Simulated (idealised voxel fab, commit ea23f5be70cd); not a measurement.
process module | voxel tone inversion
cross-section cut | 275 nm wide | cells 5 nm
A cross-section is a grid of square cells, given in bands from the top down. A band is one or more rows of cells.
Each band's line starts with the height of the band's top and of its bottom, in nm. Then come its materials from left to right, each with its width in nm. One material with "throughout" fills the band from edge to edge. "air" is empty space.
Height 0 is the level under which the wafer as received is all one material. The lowest band goes on downwards, as in "0 down".
A width such as "30 to 40" changes by the same amount from each row of cells to the next, from the band's top row to its bottom row.
"no change" after a step means that no cell of the cross-section changed.
closed voids: empty space of 8 cells or more with no open way to the top, each as width x height at its distance from the left edge, in nm
after a step's settings: what the simulator itself notes on the step
overlay nm, on a step with a mask: how far to the right of its planned place the mask lay; to the left if negative
plan
1 op RECEIVE | material Si
2 op CONFORMAL_DEP | material SiN | thk nm 10
3 op DIRECTIONAL_DEP | material polySi | thk nm 20
4 op PATTERN | tone cover | mask id POSTS | material resist | width nm 25 | pitch nm 40 | thk nm 30 | overlay nm 0
5 op DIRECTIONAL_ETCH | etch materials polySi | depth nm 20
6 op STRIP | etch materials resist
7 op FILL_DEP | material lowk | thk nm 5
8 op CMP | height nm 30
9 op STRIP | etch materials polySi
10 op CONFORMAL_DEP | material TiN | thk nm 5
11 op FILL_DEP | material Ru | thk nm 10
12 op CMP | height nm 30
13 op CONFORMAL_DEP | material SiN | thk nm 5
first wafer, as planned
as received, after step 1
  0 down: Si throughout
  closed voids: none
after step 2
  10 to 0: SiN throughout
  below 0: unchanged
after step 3
  30 to 10: polySi throughout
  below 10: unchanged
after step 4
  60 to 30: air 65 | resist 25 | air 15 | resist 25 | air 15 | resist 25 | air 15 | resist 25 | air 65
  below 30: unchanged
after step 5
  60 to 30: air 65 | resist 25 | air 15 | resist 25 | air 15 | resist 25 | air 15 | resist 25 | air 65
  30 to 10: air 65 | polySi 25 | air 15 | polySi 25 | air 15 | polySi 25 | air 15 | polySi 25 | air 65
  below 10: unchanged
after step 6
  30 to 10: air 65 | polySi 25 | air 15 | polySi 25 | air 15 | polySi 25 | air 15 | polySi 25 | air 65
  below 10: unchanged
after step 7
  35 to 30: lowk throughout
  30 to 10: lowk 65 | polySi 25 | lowk 15 | polySi 25 | lowk 15 | polySi 25 | lowk 15 | polySi 25 | lowk 65
  below 10: unchanged
after step 8
  30 to 10: lowk 65 | polySi 25 | lowk 15 | polySi 25 | lowk 15 | polySi 25 | lowk 15 | polySi 25 | lowk 65
  below 10: unchanged
after step 9
  30 to 10: lowk 65 | air 25 | lowk 15 | air 25 | lowk 15 | air 25 | lowk 15 | air 25 | lowk 65
  below 10: unchanged
after step 10
  35 to 30: TiN 70 | air 15 | TiN 25 | air 15 | TiN 25 | air 15 | TiN 25 | air 15 | TiN 70
  30 to 15: lowk 65 | TiN 5 | air 15 | TiN 5 | lowk 15 | TiN 5 | air 15 | TiN 5 | lowk 15 | TiN 5 | air 15 | TiN 5 | lowk 15 | TiN 5 | air 15 | TiN 5 | lowk 65
  15 to 10: lowk 65 | TiN 25 | lowk 15 | TiN 25 | lowk 15 | TiN 25 | lowk 15 | TiN 25 | lowk 65
  below 10: unchanged
after step 11
  45 to 35: Ru throughout
  35 to 30: TiN 70 | Ru 15 | TiN 25 | Ru 15 | TiN 25 | Ru 15 | TiN 25 | Ru 15 | TiN 70
  30 to 15: lowk 65 | TiN 5 | Ru 15 | TiN 5 | lowk 15 | TiN 5 | Ru 15 | TiN 5 | lowk 15 | TiN 5 | Ru 15 | TiN 5 | lowk 15 | TiN 5 | Ru 15 | TiN 5 | lowk 65
  below 15: unchanged
after step 12
  30 to 15: lowk 65 | TiN 5 | Ru 15 | TiN 5 | lowk 15 | TiN 5 | Ru 15 | TiN 5 | lowk 15 | TiN 5 | Ru 15 | TiN 5 | lowk 15 | TiN 5 | Ru 15 | TiN 5 | lowk 65
  below 15: unchanged
after step 13
  35 to 30: SiN throughout
  below 30: unchanged
second wafer: like start, like plan, one mistake. Through step 3 it matches the first wafer
when step 4 should have ended
  60 to 30: air 70 | resist 25 | air 15 | resist 25 | air 15 | resist 25 | air 15 | resist 25 | air 60
  below 30: unchanged
when step 5 should have ended
  60 to 30: air 70 | resist 25 | air 15 | resist 25 | air 15 | resist 25 | air 15 | resist 25 | air 60
  30 to 10: air 70 | polySi 25 | air 15 | polySi 25 | air 15 | polySi 25 | air 15 | polySi 25 | air 60
  below 10: unchanged
when step 6 should have ended
  30 to 10: air 70 | polySi 25 | air 15 | polySi 25 | air 15 | polySi 25 | air 15 | polySi 25 | air 60
  below 10: unchanged
when step 7 should have ended
  35 to 30: lowk throughout
  30 to 10: lowk 70 | polySi 25 | lowk 15 | polySi 25 | lowk 15 | polySi 25 | lowk 15 | polySi 25 | lowk 60
  below 10: unchanged
when step 8 should have ended
  30 to 10: lowk 70 | polySi 25 | lowk 15 | polySi 25 | lowk 15 | polySi 25 | lowk 15 | polySi 25 | lowk 60
  below 10: unchanged
when step 9 should have ended
  30 to 10: lowk 70 | air 25 | lowk 15 | air 25 | lowk 15 | air 25 | lowk 15 | air 25 | lowk 60
  below 10: unchanged
when step 10 should have ended
  35 to 30: TiN 75 | air 15 | TiN 25 | air 15 | TiN 25 | air 15 | TiN 25 | air 15 | TiN 65
  30 to 15: lowk 70 | TiN 5 | air 15 | TiN 5 | lowk 15 | TiN 5 | air 15 | TiN 5 | lowk 15 | TiN 5 | air 15 | TiN 5 | lowk 15 | TiN 5 | air 15 | TiN 5 | lowk 60
  15 to 10: lowk 70 | TiN 25 | lowk 15 | TiN 25 | lowk 15 | TiN 25 | lowk 15 | TiN 25 | lowk 60
  below 10: unchanged
when step 11 should have ended
  45 to 35: Ru throughout
  35 to 30: TiN 75 | Ru 15 | TiN 25 | Ru 15 | TiN 25 | Ru 15 | TiN 25 | Ru 15 | TiN 65
  30 to 15: lowk 70 | TiN 5 | Ru 15 | TiN 5 | lowk 15 | TiN 5 | Ru 15 | TiN 5 | lowk 15 | TiN 5 | Ru 15 | TiN 5 | lowk 15 | TiN 5 | Ru 15 | TiN 5 | lowk 60
  below 15: unchanged
when step 12 should have ended
  30 to 15: lowk 70 | TiN 5 | Ru 15 | TiN 5 | lowk 15 | TiN 5 | Ru 15 | TiN 5 | lowk 15 | TiN 5 | Ru 15 | TiN 5 | lowk 15 | TiN 5 | Ru 15 | TiN 5 | lowk 60
  below 15: unchanged
when step 13 should have ended
  35 to 30: SiN throughout
  below 30: unchanged
what went wrong: step 4 ran as: op PATTERN | tone cover | mask id POSTS | material resist | width nm 25 | pitch nm 40 | thk nm 30 | overlay nm 5
at the end the second wafer has, in cells: as many of each material as the first, in other places
